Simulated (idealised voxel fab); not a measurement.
The following is a process module called voxel fin reveal.
FYI the section here is cut, 255 nm wide, cells are 5 nm squares.
The cross-sections in this document take the form of a grid made of square cells. They are written out as bands, in order from top to bottom. Each band consists of one or more rows of cells.
Band: top height; bottom height; in nm. Then, left to right: material with width in nm, for each material. "throughout": a single material spanning edge to edge. "blank": empty space.
The level at which height equals 0 is the one under which the wafer, as it arrives, is entirely one material. No lower edge exists for the bottom band, which continues downward and is notated as in "0 and below".
When a width is written as two numbers, as in "30 to 40", the first number is the width in the top row of cells of the band and the second is the width in its bottom row, and the width changes by the same amount from each row to the next.
Any step labelled "remains unaltered" changed none of the cells in the cross-section.
What "Closed void catalog" gives you is every empty space of 8 cells or more that is cut off from the top. Each appears as width x height at distance, with the distance taken from the left edge and width, height and distance all in nm.
Note: text after step settings on the step line = simulator remark on that step.
overlay nm, on a step with a mask: how far to the right of its planned place the mask lay; to the left if negative
**Process steps foreseen in the plan**
1. op RECEIVE | material Si
2. op CONFORMAL_DEP | material SiN | thk nm 10
3. op DIRECTIONAL_DEP | material aC | thk nm 15
4. op PATTERN | tone cover | mask id FINS | material resist | width nm 15 | pitch nm 35 | thk nm 30 | overlay nm 0
5. op DIRECTIONAL_ETCH | etch materials aC | depth nm 15
6. op STRIP | etch materials resist
7. op DIRECTIONAL_ETCH | etch materials SiN | depth nm 10
8. op DIRECTIONAL_ETCH | etch materials Si | depth nm 30
9. op STRIP | etch materials aC
10. op OXIDIZE | depth nm 5
11. op FILL_DEP | material SiO2 | thk nm 5
12. op CMP | height nm 10
13. op SELECTIVE_ETCH | etch materials SiO2 | depth nm 30
14. op STRIP | etch materials SiN
**Step 1 complete: cross-section of the wafer as received**
  0 and below: Si throughout
  Closed void catalog: none
**End-of-module cross-section. Starting structure and process plan as above; one mistake made in running it**
  0 down to -20: blank (105), then Si (10), then blank (25), then Si (10), then blank (105)
  -20 down to -35: SiO2 (105), then Si (10), then SiO2 (25), then Si (10), then SiO2 (105)
  -35 and below: Si throughout
  Closed void catalog: none
The plan and the run diverged here: step 4 did not happen as planned, as run it was op PATTERN | tone cover | mask id FINS | material resist | width nm 20 | pitch nm 35 | thk nm 30 | overlay nm 0
